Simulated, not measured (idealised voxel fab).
process module | voxel transistor to metal
cross-section cut | 155 nm wide | cells 5 nm
A cross-section is a grid of square cells, given in bands from the top down. A band is one or more rows of cells.
Each band's line starts with the height of the band's top and of its bottom, in nm. Then come its materials from left to right, each with its width in nm. One material with "throughout" fills the band from edge to edge. "air" is empty space.
Height 0 is the level under which the wafer as received is all one material. The lowest band goes on downwards, as in "0 down".
A width such as "30 to 40" changes by the same amount from each row of cells to the next, from the band's top row to its bottom row.
"no change" after a step means that no cell of the cross-section changed.
closed voids: empty space of 8 cells or more with no open way to the top, each as width x height at its distance from the left edge, in nm
after a step's settings: what the simulator itself notes on the step
overlay nm, on a step with a mask: how far to the right of its planned place the mask lay; to the left if negative
plan
1 op RECEIVE | material Si
2 op OXIDIZE | depth nm 5
3 op CONFORMAL_DEP | material SiN | thk nm 10
4 op MASKED_ETCH | tone cover | mask id ACTIVE | width nm 105 | etch materials SiN | depth nm 10 | overlay nm 0
5 op MASKED_ETCH | tone cover | mask id ACTIVE | width nm 105 | etch materials SiO2 | depth nm 5 | overlay nm 0
6 op MASKED_ETCH | tone cover | mask id ACTIVE | width nm 105 | etch materials Si | depth nm 25 | overlay nm 0
7 op OXIDIZE | depth nm 5
8 op FILL_DEP | material SiO2 | thk nm 5
9 op CMP | height nm 10
10 op SELECTIVE_ETCH | etch materials SiO2 | depth nm 10
11 op STRIP | etch materials SiN
12 op SELECTIVE_ETCH | etch materials SiO2 | depth nm 5
13 op OXIDIZE | depth nm 5
14 op DIRECTIONAL_DEP | material polySi | thk nm 30
15 op DIRECTIONAL_DEP | material SiCN | thk nm 15
16 op DIRECTIONAL_DEP | material aC | thk nm 15
17 op PATTERN | tone cover | mask id GATE | material resist | width nm 25 | thk nm 30 | overlay nm 0
18 op DIRECTIONAL_ETCH | etch materials aC | depth nm 15
19 op STRIP | etch materials resist
20 op DIRECTIONAL_ETCH | etch materials SiCN | depth nm 25
21 op DIRECTIONAL_ETCH | etch materials polySi | depth nm 40
22 op STRIP | etch materials aC
23 op CONFORMAL_DEP | material SiO2 | thk nm 5
24 op DIRECTIONAL_ETCH | etch materials SiO2 | depth nm 5
25 op CONFORMAL_DEP | material SiN | thk nm 5
26 op DIRECTIONAL_ETCH | etch materials SiN | depth nm 5
27 op DIRECTIONAL_ETCH | etch materials SiO2 | depth nm 5
28 op EPI | material nSi | thk nm 5
29 op FILL_DEP | material SiO2 | thk nm 10
30 op CMP | height nm 25
31 op STRIP | etch materials polySi
32 op SELECTIVE_ETCH | etch materials SiO2 | depth nm 5
33 op CONFORMAL_DEP | material HfO2 | thk nm 5
34 op CONFORMAL_DEP | material TiN | thk nm 5
35 op FILL_DEP | material W | thk nm 5
36 op CMP | height nm 20
37 op DIRECTIONAL_DEP | material SiO2 | thk nm 15
38 op DIRECTIONAL_DEP | material aC | thk nm 15
39 op PATTERN | tone open | mask id CONTACT | material resist | width nm 20 | pitch nm 75 | thk nm 35 | overlay nm 0
40 op DIRECTIONAL_ETCH | etch materials aC | depth nm 15
41 op STRIP | etch materials resist
42 op DIRECTIONAL_ETCH | etch materials SiO2 | depth nm 40
43 op STRIP | etch materials aC
44 op CONFORMAL_DEP | material TiN | thk nm 5
45 op FILL_DEP | material W | thk nm 5
46 op CMP | height nm 35
47 op CONFORMAL_DEP | material SiCN | thk nm 5
48 op DIRECTIONAL_DEP | material lowk | thk nm 25
49 op PATTERN | tone open | mask id METAL_1 | material resist | width nm 20 | pitch nm 75 | thk nm 20 | overlay nm 0
50 op DIRECTIONAL_ETCH | etch materials lowk | depth nm 25
51 op DIRECTIONAL_ETCH | etch materials SiCN | depth nm 5
52 op STRIP | etch materials resist
53 op CONFORMAL_DEP | material TiN | thk nm 5
54 op FILL_DEP | material Ru | thk nm 5
55 op CMP | height nm 65
56 op EPI | material Ru | thk nm 5
57 op FILL_DEP | material SiCN | thk nm 5
58 op DIRECTIONAL_DEP | material SiO2 | thk nm 30
59 op PATTERN | tone open | mask id METAL_2_HOLES | material resist | width nm 15 | pitch nm 75 | thk nm 15 | overlay nm 0
60 op DIRECTIONAL_ETCH | etch materials SiO2 | depth nm 30
61 op STRIP | etch materials resist
62 op DIRECTIONAL_DEP | material aC | thk nm 10
63 op PATTERN | tone open | mask id METAL_2 | material resist | width nm 20 | pitch nm 75 | thk nm 25 | overlay nm 0
64 op DIRECTIONAL_ETCH | etch materials aC | depth nm 10
65 op STRIP | etch materials resist
66 op DIRECTIONAL_ETCH | etch materials SiO2 | depth nm 15
67 op DIRECTIONAL_ETCH | etch materials SiCN | depth nm 5
68 op STRIP | etch materials aC
69 op CONFORMAL_DEP | material TiN | thk nm 5
70 op FILL_DEP | material Cu | thk nm 10
71 op CMP | height nm 105
72 op CONFORMAL_DEP | material SiCN | thk nm 5
first wafer, as planned
as received, after step 1
  0 down: Si throughout
  closed voids: none
after step 2
  0 to -5: SiO2 throughout
  below -5: unchanged
after step 3
  10 to 0: SiN throughout
  below 0: unchanged
after step 4
  10 to 0: air 25 | SiN 105 | air 25
  below 0: unchanged
after step 5
  10 to 0: air 25 | SiN 105 | air 25
  0 to -5: air 25 | SiO2 105 | air 25
  below -5: unchanged
after step 6
  10 to 0: air 25 | SiN 105 | air 25
  0 to -5: air 25 | SiO2 105 | air 25
  -5 to -30: air 25 | Si 105 | air 25
  below -30: unchanged
after step 7
  10 to 0: air 25 | SiN 105 | air 25
  0 to -5: air 25 | SiO2 105 | air 25
  -5 to -30: air 25 | SiO2 5 | Si 95 | SiO2 5 | air 25
  -30 to -35: SiO2 30 | Si 95 | SiO2 30
  below -35: unchanged
after step 8
  15 to 10: SiO2 throughout
  10 to 0: SiO2 25 | SiN 105 | SiO2 25
  0 to -5: SiO2 throughout
  -5 to -35: SiO2 30 | Si 95 | SiO2 30
  below -35: unchanged
after step 9
  10 to 0: SiO2 25 | SiN 105 | SiO2 25
  below 0: unchanged
after step 10
  10 to 0: air 25 | SiN 105 | air 25
  below 0: unchanged
after step 11
  0 to -5: SiO2 throughout
  below -5: unchanged
after step 12
  -5 to -35: SiO2 30 | Si 95 | SiO2 30
  below -35: unchanged
after step 13
  -5 to -10: SiO2 throughout
  below -10: unchanged
after step 14
  25 to -5: polySi throughout
  below -5: unchanged
after step 15
  40 to 25: SiCN throughout
  below 25: unchanged
after step 16
  55 to 40: aC throughout
  below 40: unchanged
after step 17
  85 to 55: air 65 | resist 25 | air 65
  below 55: unchanged
after step 18
  70 to 55: air 65 | resist 25 | air 65
  55 to 40: air 65 | aC 25 | air 65
  below 40: unchanged
after step 19
  55 to 40: air 65 | aC 25 | air 65
  below 40: unchanged
after step 20
  55 to 40: air 65 | aC 25 | air 65
  40 to 25: air 65 | SiCN 25 | air 65
  below 25: unchanged
after step 21
  55 to 40: air 65 | aC 25 | air 65
  40 to 25: air 65 | SiCN 25 | air 65
  25 to -5: air 65 | polySi 25 | air 65
  below -5: unchanged
after step 22
  40 to 25: air 65 | SiCN 25 | air 65
  below 25: unchanged
after step 23
  45 to 40: air 60 | SiO2 35 | air 60
  40 to 25: air 60 | SiO2 5 | SiCN 25 | SiO2 5 | air 60
  25 to 0: air 60 | SiO2 5 | polySi 25 | SiO2 5 | air 60
  0 to -5: SiO2 65 | polySi 25 | SiO2 65
  below -5: unchanged
after step 24
  40 to 25: air 60 | SiO2 5 | SiCN 25 | SiO2 5 | air 60
  25 to -5: air 60 | SiO2 5 | polySi 25 | SiO2 5 | air 60
  below -5: unchanged
after step 25
  45 to 40: air 55 | SiN 45 | air 55
  40 to 25: air 55 | SiN 5 | SiO2 5 | SiCN 25 | SiO2 5 | SiN 5 | air 55
  25 to 0: air 55 | SiN 5 | SiO2 5 | polySi 25 | SiO2 5 | SiN 5 | air 55
  0 to -5: SiN 60 | SiO2 5 | polySi 25 | SiO2 5 | SiN 60
  below -5: unchanged
after step 26
  40 to 25: air 55 | SiN 5 | SiO2 5 | SiCN 25 | SiO2 5 | SiN 5 | air 55
  25 to -5: air 55 | SiN 5 | SiO2 5 | polySi 25 | SiO2 5 | SiN 5 | air 55
  below -5: unchanged
after step 27
  40 to 35: air 55 | SiN 5 | air 5 | SiCN 25 | air 5 | SiN 5 | air 55
  35 to 25: air 55 | SiN 5 | SiO2 5 | SiCN 25 | SiO2 5 | SiN 5 | air 55
  25 to -5: air 55 | SiN 5 | SiO2 5 | polySi 25 | SiO2 5 | SiN 5 | air 55
  -5 to -10: air 55 | SiO2 45 | air 55
  below -10: unchanged
after step 28
  40 to 35: air 55 | SiN 5 | air 5 | SiCN 25 | air 5 | SiN 5 | air 55
  35 to 25: air 55 | SiN 5 | SiO2 5 | SiCN 25 | SiO2 5 | SiN 5 | air 55
  25 to -5: air 55 | SiN 5 | SiO2 5 | polySi 25 | SiO2 5 | SiN 5 | air 55
  -5 to -10: air 25 | nSi 30 | SiO2 45 | nSi 30 | air 25
  below -10: unchanged
after step 29
  50 to 40: SiO2 throughout
  40 to 25: SiO2 55 | SiN 5 | SiO2 5 | SiCN 25 | SiO2 5 | SiN 5 | SiO2 55
  25 to -5: SiO2 55 | SiN 5 | SiO2 5 | polySi 25 | SiO2 5 | SiN 5 | SiO2 55
  -5 to -10: SiO2 25 | nSi 30 | SiO2 45 | nSi 30 | SiO2 25
  below -10: unchanged
after step 30
  25 to -5: SiO2 55 | SiN 5 | SiO2 5 | polySi 25 | SiO2 5 | SiN 5 | SiO2 55
  below -5: unchanged
after step 31
  25 to -5: SiO2 55 | SiN 5 | SiO2 5 | air 25 | SiO2 5 | SiN 5 | SiO2 55
  below -5: unchanged
after step 32
  25 to 20: air 55 | SiN 5 | air 35 | SiN 5 | air 55
  20 to -5: SiO2 55 | SiN 5 | air 35 | SiN 5 | SiO2 55
  -5 to -10: SiO2 25 | nSi 30 | SiO2 5 | air 35 | SiO2 5 | nSi 30 | SiO2 25
  below -10: unchanged
after step 33
  30 to 25: air 50 | HfO2 15 | air 25 | HfO2 15 | air 50
  25 to 20: HfO2 55 | SiN 5 | HfO2 5 | air 25 | HfO2 5 | SiN 5 | HfO2 55
  20 to -5: SiO2 55 | SiN 5 | HfO2 5 | air 25 | HfO2 5 | SiN 5 | SiO2 55
  -5 to -10: SiO2 25 | nSi 30 | SiO2 5 | HfO2 35 | SiO2 5 | nSi 30 | SiO2 25
  below -10: unchanged
after step 34
  35 to 30: air 45 | TiN 25 | air 15 | TiN 25 | air 45
  30 to 25: TiN 50 | HfO2 15 | TiN 5 | air 15 | TiN 5 | HfO2 15 | TiN 50
  25 to 20: HfO2 55 | SiN 5 | HfO2 5 | TiN 5 | air 15 | TiN 5 | HfO2 5 | SiN 5 | HfO2 55
  20 to 0: SiO2 55 | SiN 5 | HfO2 5 | TiN 5 | air 15 | TiN 5 | HfO2 5 | SiN 5 | SiO2 55
  0 to -5: SiO2 55 | SiN 5 | HfO2 5 | TiN 25 | HfO2 5 | SiN 5 | SiO2 55
  below -5: unchanged
after step 35
  40 to 35: W throughout
  35 to 30: W 45 | TiN 25 | W 15 | TiN 25 | W 45
  30 to 25: TiN 50 | HfO2 15 | TiN 5 | W 15 | TiN 5 | HfO2 15 | TiN 50
  25 to 20: HfO2 55 | SiN 5 | HfO2 5 | TiN 5 | W 15 | TiN 5 | HfO2 5 | SiN 5 | HfO2 55
  20 to 0: SiO2 55 | SiN 5 | HfO2 5 | TiN 5 | W 15 | TiN 5 | HfO2 5 | SiN 5 | SiO2 55
  below 0: unchanged
after step 36
  20 to 0: SiO2 55 | SiN 5 | HfO2 5 | TiN 5 | W 15 | TiN 5 | HfO2 5 | SiN 5 | SiO2 55
  below 0: unchanged
after step 37
  35 to 20: SiO2 throughout
  below 20: unchanged
after step 38
  50 to 35: aC throughout
  below 35: unchanged
after step 39
  85 to 50: resist 30 | air 20 | resist 55 | air 20 | resist 30
  below 50: unchanged
after step 40
  70 to 50: resist 30 | air 20 | resist 55 | air 20 | resist 30
  50 to 35: aC 30 | air 20 | aC 55 | air 20 | aC 30
  below 35: unchanged
after step 41
  50 to 35: aC 30 | air 20 | aC 55 | air 20 | aC 30
  below 35: unchanged
after step 42
  50 to 35: aC 30 | air 20 | aC 55 | air 20 | aC 30
  35 to 20: SiO2 30 | air 20 | SiO2 55 | air 20 | SiO2 30
  20 to 0: SiO2 30 | air 20 | SiO2 5 | SiN 5 | HfO2 5 | TiN 5 | W 15 | TiN 5 | HfO2 5 | SiN 5 | SiO2 5 | air 20 | SiO2 30
  0 to -5: SiO2 30 | air 20 | SiO2 5 | SiN 5 | HfO2 5 | TiN 25 | HfO2 5 | SiN 5 | SiO2 5 | air 20 | SiO2 30
  below -5: unchanged
after step 43
  35 to 20: SiO2 30 | air 20 | SiO2 55 | air 20 | SiO2 30
  below 20: unchanged
after step 44
  40 to 35: TiN 35 | air 10 | TiN 65 | air 10 | TiN 35
  35 to 20: SiO2 30 | TiN 5 | air 10 | TiN 5 | SiO2 55 | TiN 5 | air 10 | TiN 5 | SiO2 30
  20 to 0: SiO2 30 | TiN 5 | air 10 | TiN 5 | SiO2 5 | SiN 5 | HfO2 5 | TiN 5 | W 15 | TiN 5 | HfO2 5 | SiN 5 | SiO2 5 | TiN 5 | air 10 | TiN 5 | SiO2 30
  0 to -5: SiO2 30 | TiN 20 | SiO2 5 | SiN 5 | HfO2 5 | TiN 25 | HfO2 5 | SiN 5 | SiO2 5 | TiN 20 | SiO2 30
  below -5: unchanged
after step 45
  45 to 40: W throughout
  40 to 35: TiN 35 | W 10 | TiN 65 | W 10 | TiN 35
  35 to 20: SiO2 30 | TiN 5 | W 10 | TiN 5 | SiO2 55 | TiN 5 | W 10 | TiN 5 | SiO2 30
  20 to 0: SiO2 30 | TiN 5 | W 10 | TiN 5 | SiO2 5 | SiN 5 | HfO2 5 | TiN 5 | W 15 | TiN 5 | HfO2 5 | SiN 5 | SiO2 5 | TiN 5 | W 10 | TiN 5 | SiO2 30
  below 0: unchanged
after step 46
  35 to 20: SiO2 30 | TiN 5 | W 10 | TiN 5 | SiO2 55 | TiN 5 | W 10 | TiN 5 | SiO2 30
  below 20: unchanged
after step 47
  40 to 35: SiCN throughout
  below 35: unchanged
after step 48
  65 to 40: lowk throughout
  below 40: unchanged
after step 49
  85 to 65: resist 30 | air 20 | resist 55 | air 20 | resist 30
  below 65: unchanged
after step 50
  85 to 65: resist 30 | air 20 | resist 55 | air 20 | resist 30
  65 to 40: lowk 30 | air 20 | lowk 55 | air 20 | lowk 30
  below 40: unchanged
after step 51
  85 to 65: resist 30 | air 20 | resist 55 | air 20 | resist 30
  65 to 40: lowk 30 | air 20 | lowk 55 | air 20 | lowk 30
  40 to 35: SiCN 30 | air 20 | SiCN 55 | air 20 | SiCN 30
  below 35: unchanged
after step 52
  65 to 40: lowk 30 | air 20 | lowk 55 | air 20 | lowk 30
  below 40: unchanged
after step 53
  70 to 65: TiN 35 | air 10 | TiN 65 | air 10 | TiN 35
  65 to 40: lowk 30 | TiN 5 | air 10 | TiN 5 | lowk 55 | TiN 5 | air 10 | TiN 5 | lowk 30
  40 to 35: SiCN 30 | TiN 20 | SiCN 55 | TiN 20 | SiCN 30
  below 35: unchanged
after step 54
  75 to 70: Ru throughout
  70 to 65: TiN 35 | Ru 10 | TiN 65 | Ru 10 | TiN 35
  65 to 40: lowk 30 | TiN 5 | Ru 10 | TiN 5 | lowk 55 | TiN 5 | Ru 10 | TiN 5 | lowk 30
  below 40: unchanged
after step 55
  65 to 40: lowk 30 | TiN 5 | Ru 10 | TiN 5 | lowk 55 | TiN 5 | Ru 10 | TiN 5 | lowk 30
  below 40: unchanged
after step 56
  70 to 65: air 25 | Ru 30 | air 45 | Ru 30 | air 25
  below 65: unchanged
after step 57
  75 to 70: SiCN throughout
  70 to 65: SiCN 25 | Ru 30 | SiCN 45 | Ru 30 | SiCN 25
  below 65: unchanged
after step 58
  105 to 75: SiO2 throughout
  below 75: unchanged
after step 59
  120 to 105: resist 30 | air 15 | resist 60 | air 15 | resist 35
  below 105: unchanged
after step 60
  120 to 105: resist 30 | air 15 | resist 60 | air 15 | resist 35
  105 to 75: SiO2 30 | air 15 | SiO2 60 | air 15 | SiO2 35
  below 75: unchanged
after step 61
  105 to 75: SiO2 30 | air 15 | SiO2 60 | air 15 | SiO2 35
  below 75: unchanged
after step 62
  115 to 105: aC 30 | air 15 | aC 60 | air 15 | aC 35
  105 to 85: SiO2 30 | air 15 | SiO2 60 | air 15 | SiO2 35
  85 to 75: SiO2 30 | aC 15 | SiO2 60 | aC 15 | SiO2 35
  below 75: unchanged
after step 63
  140 to 115: resist 30 | air 20 | resist 55 | air 20 | resist 30
  below 115: unchanged
after step 64
  130 to 115: resist 30 | air 20 | resist 55 | air 20 | resist 30
  115 to 105: aC 30 | air 20 | aC 55 | air 20 | aC 30
  105 to 75: SiO2 30 | air 15 | SiO2 60 | air 15 | SiO2 35
  below 75: unchanged
after step 65
  115 to 105: aC 30 | air 20 | aC 55 | air 20 | aC 30
  below 105: unchanged
after step 66
  115 to 105: aC 30 | air 20 | aC 55 | air 20 | aC 30
  105 to 90: SiO2 30 | air 20 | SiO2 55 | air 20 | SiO2 30
  below 90: unchanged
after step 67
  115 to 105: aC 30 | air 20 | aC 55 | air 20 | aC 30
  105 to 90: SiO2 30 | air 20 | SiO2 55 | air 20 | SiO2 30
  90 to 75: SiO2 30 | air 15 | SiO2 60 | air 15 | SiO2 35
  75 to 70: SiCN 30 | air 15 | SiCN 60 | air 15 | SiCN 35
  below 70: unchanged
after step 68
  105 to 90: SiO2 30 | air 20 | SiO2 55 | air 20 | SiO2 30
  below 90: unchanged
after step 69
  110 to 105: TiN 35 | air 10 | TiN 65 | air 10 | TiN 35
  105 to 95: SiO2 30 | TiN 5 | air 10 | TiN 5 | SiO2 55 | TiN 5 | air 10 | TiN 5 | SiO2 30
  95 to 90: SiO2 30 | TiN 5 | air 5 | TiN 10 | SiO2 55 | TiN 5 | air 5 | TiN 10 | SiO2 30
  90 to 75: SiO2 30 | TiN 5 | air 5 | TiN 5 | SiO2 60 | TiN 5 | air 5 | TiN 5 | SiO2 35
  75 to 70: SiCN 30 | TiN 15 | SiCN 60 | TiN 15 | SiCN 35
  below 70: unchanged
after step 70
  120 to 110: Cu throughout
  110 to 105: TiN 35 | Cu 10 | TiN 65 | Cu 10 | TiN 35
  105 to 95: SiO2 30 | TiN 5 | Cu 10 | TiN 5 | SiO2 55 | TiN 5 | Cu 10 | TiN 5 | SiO2 30
  95 to 90: SiO2 30 | TiN 5 | Cu 5 | TiN 10 | SiO2 55 | TiN 5 | Cu 5 | TiN 10 | SiO2 30
  90 to 75: SiO2 30 | TiN 5 | Cu 5 | TiN 5 | SiO2 60 | TiN 5 | Cu 5 | TiN 5 | SiO2 35
  below 75: unchanged
after step 71
  105 to 95: SiO2 30 | TiN 5 | Cu 10 | TiN 5 | SiO2 55 | TiN 5 | Cu 10 | TiN 5 | SiO2 30
  below 95: unchanged
after step 72
  110 to 105: SiCN throughout
  below 105: unchanged
second wafer: like start, like plan, one mistake. Through step 36 it matches the first wafer
when step 37 should have ended
  50 to 20: SiO2 throughout
  below 20: unchanged
when step 38 should have ended
  65 to 50: aC throughout
  below 50: unchanged
when step 39 should have ended
  100 to 65: resist 30 | air 20 | resist 55 | air 20 | resist 30
  below 65: unchanged
when step 40 should have ended
  85 to 65: resist 30 | air 20 | resist 55 | air 20 | resist 30
  65 to 50: aC 30 | air 20 | aC 55 | air 20 | aC 30
  below 50: unchanged
when step 41 should have ended
  65 to 50: aC 30 | air 20 | aC 55 | air 20 | aC 30
  below 50: unchanged
when step 42 should have ended
  65 to 50: aC 30 | air 20 | aC 55 | air 20 | aC 30
  50 to 20: SiO2 30 | air 20 | SiO2 55 | air 20 | SiO2 30
  20 to 10: SiO2 30 | air 20 | SiO2 5 | SiN 5 | HfO2 5 | TiN 5 | W 15 | TiN 5 | HfO2 5 | SiN 5 | SiO2 5 | air 20 | SiO2 30
  below 10: unchanged
when step 43 should have ended
  50 to 20: SiO2 30 | air 20 | SiO2 55 | air 20 | SiO2 30
  below 20: unchanged
when step 44 should have ended
  55 to 50: TiN 35 | air 10 | TiN 65 | air 10 | TiN 35
  50 to 20: SiO2 30 | TiN 5 | air 10 | TiN 5 | SiO2 55 | TiN 5 | air 10 | TiN 5 | SiO2 30
  20 to 15: SiO2 30 | TiN 5 | air 10 | TiN 5 | SiO2 5 | SiN 5 | HfO2 5 | TiN 5 | W 15 | TiN 5 | HfO2 5 | SiN 5 | SiO2 5 | TiN 5 | air 10 | TiN 5 | SiO2 30
  15 to 10: SiO2 30 | TiN 20 | SiO2 5 | SiN 5 | HfO2 5 | TiN 5 | W 15 | TiN 5 | HfO2 5 | SiN 5 | SiO2 5 | TiN 20 | SiO2 30
  below 10: unchanged
when step 45 should have ended
  60 to 55: W throughout
  55 to 50: TiN 35 | W 10 | TiN 65 | W 10 | TiN 35
  50 to 20: SiO2 30 | TiN 5 | W 10 | TiN 5 | SiO2 55 | TiN 5 | W 10 | TiN 5 | SiO2 30
  20 to 15: SiO2 30 | TiN 5 | W 10 | TiN 5 | SiO2 5 | SiN 5 | HfO2 5 | TiN 5 | W 15 | TiN 5 | HfO2 5 | SiN 5 | SiO2 5 | TiN 5 | W 10 | TiN 5 | SiO2 30
  below 15: unchanged
when step 46 should have ended
  35 to 20: SiO2 30 | TiN 5 | W 10 | TiN 5 | SiO2 55 | TiN 5 | W 10 | TiN 5 | SiO2 30
  below 20: unchanged
when step 47 should have ended
  40 to 35: SiCN throughout
  below 35: unchanged
when step 48 should have ended
  65 to 40: lowk throughout
  below 40: unchanged
when step 49 should have ended
  85 to 65: resist 30 | air 20 | resist 55 | air 20 | resist 30
  below 65: unchanged
when step 50 should have ended
  85 to 65: resist 30 | air 20 | resist 55 | air 20 | resist 30
  65 to 40: lowk 30 | air 20 | lowk 55 | air 20 | lowk 30
  below 40: unchanged
when step 51 should have ended
  85 to 65: resist 30 | air 20 | resist 55 | air 20 | resist 30
  65 to 40: lowk 30 | air 20 | lowk 55 | air 20 | lowk 30
  40 to 35: SiCN 30 | air 20 | SiCN 55 | air 20 | SiCN 30
  below 35: unchanged
when step 52 should have ended
  65 to 40: lowk 30 | air 20 | lowk 55 | air 20 | lowk 30
  below 40: unchanged
when step 53 should have ended
  70 to 65: TiN 35 | air 10 | TiN 65 | air 10 | TiN 35
  65 to 40: lowk 30 | TiN 5 | air 10 | TiN 5 | lowk 55 | TiN 5 | air 10 | TiN 5 | lowk 30
  40 to 35: SiCN 30 | TiN 20 | SiCN 55 | TiN 20 | SiCN 30
  below 35: unchanged
when step 54 should have ended
  75 to 70: Ru throughout
  70 to 65: TiN 35 | Ru 10 | TiN 65 | Ru 10 | TiN 35
  65 to 40: lowk 30 | TiN 5 | Ru 10 | TiN 5 | lowk 55 | TiN 5 | Ru 10 | TiN 5 | lowk 30
  below 40: unchanged
when step 55 should have ended
  65 to 40: lowk 30 | TiN 5 | Ru 10 | TiN 5 | lowk 55 | TiN 5 | Ru 10 | TiN 5 | lowk 30
  below 40: unchanged
when step 56 should have ended
  70 to 65: air 25 | Ru 30 | air 45 | Ru 30 | air 25
  below 65: unchanged
when step 57 should have ended
  75 to 70: SiCN throughout
  70 to 65: SiCN 25 | Ru 30 | SiCN 45 | Ru 30 | SiCN 25
  below 65: unchanged
when step 58 should have ended
  105 to 75: SiO2 throughout
  below 75: unchanged
when step 59 should have ended
  120 to 105: resist 30 | air 15 | resist 60 | air 15 | resist 35
  below 105: unchanged
when step 60 should have ended
  120 to 105: resist 30 | air 15 | resist 60 | air 15 | resist 35
  105 to 75: SiO2 30 | air 15 | SiO2 60 | air 15 | SiO2 35
  below 75: unchanged
when step 61 should have ended
  105 to 75: SiO2 30 | air 15 | SiO2 60 | air 15 | SiO2 35
  below 75: unchanged
when step 62 should have ended
  115 to 105: aC 30 | air 15 | aC 60 | air 15 | aC 35
  105 to 85: SiO2 30 | air 15 | SiO2 60 | air 15 | SiO2 35
  85 to 75: SiO2 30 | aC 15 | SiO2 60 | aC 15 | SiO2 35
  below 75: unchanged
when step 63 should have ended
  140 to 115: resist 30 | air 20 | resist 55 | air 20 | resist 30
  below 115: unchanged
when step 64 should have ended
  130 to 115: resist 30 | air 20 | resist 55 | air 20 | resist 30
  115 to 105: aC 30 | air 20 | aC 55 | air 20 | aC 30
  105 to 75: SiO2 30 | air 15 | SiO2 60 | air 15 | SiO2 35
  below 75: unchanged
when step 65 should have ended
  115 to 105: aC 30 | air 20 | aC 55 | air 20 | aC 30
  below 105: unchanged
when step 66 should have ended
  115 to 105: aC 30 | air 20 | aC 55 | air 20 | aC 30
  105 to 90: SiO2 30 | air 20 | SiO2 55 | air 20 | SiO2 30
  below 90: unchanged
when step 67 should have ended
  115 to 105: aC 30 | air 20 | aC 55 | air 20 | aC 30
  105 to 90: SiO2 30 | air 20 | SiO2 55 | air 20 | SiO2 30
  90 to 75: SiO2 30 | air 15 | SiO2 60 | air 15 | SiO2 35
  75 to 70: SiCN 30 | air 15 | SiCN 60 | air 15 | SiCN 35
  below 70: unchanged
when step 68 should have ended
  105 to 90: SiO2 30 | air 20 | SiO2 55 | air 20 | SiO2 30
  below 90: unchanged
when step 69 should have ended
  110 to 105: TiN 35 | air 10 | TiN 65 | air 10 | TiN 35
  105 to 95: SiO2 30 | TiN 5 | air 10 | TiN 5 | SiO2 55 | TiN 5 | air 10 | TiN 5 | SiO2 30
  95 to 90: SiO2 30 | TiN 5 | air 5 | TiN 10 | SiO2 55 | TiN 5 | air 5 | TiN 10 | SiO2 30
  90 to 75: SiO2 30 | TiN 5 | air 5 | TiN 5 | SiO2 60 | TiN 5 | air 5 | TiN 5 | SiO2 35
  75 to 70: SiCN 30 | TiN 15 | SiCN 60 | TiN 15 | SiCN 35
  below 70: unchanged
when step 70 should have ended
  120 to 110: Cu throughout
  110 to 105: TiN 35 | Cu 10 | TiN 65 | Cu 10 | TiN 35
  105 to 95: SiO2 30 | TiN 5 | Cu 10 | TiN 5 | SiO2 55 | TiN 5 | Cu 10 | TiN 5 | SiO2 30
  95 to 90: SiO2 30 | TiN 5 | Cu 5 | TiN 10 | SiO2 55 | TiN 5 | Cu 5 | TiN 10 | SiO2 30
  90 to 75: SiO2 30 | TiN 5 | Cu 5 | TiN 5 | SiO2 60 | TiN 5 | Cu 5 | TiN 5 | SiO2 35
  below 75: unchanged
when step 71 should have ended
  105 to 95: SiO2 30 | TiN 5 | Cu 10 | TiN 5 | SiO2 55 | TiN 5 | Cu 10 | TiN 5 | SiO2 30
  below 95: unchanged
when step 72 should have ended
  110 to 105: SiCN throughout
  below 105: unchanged
what went wrong: step 37 was run twice
at the end the second wafer has, in cells: 24 more of SiO2 | 12 fewer of TiN | 12 fewer of W
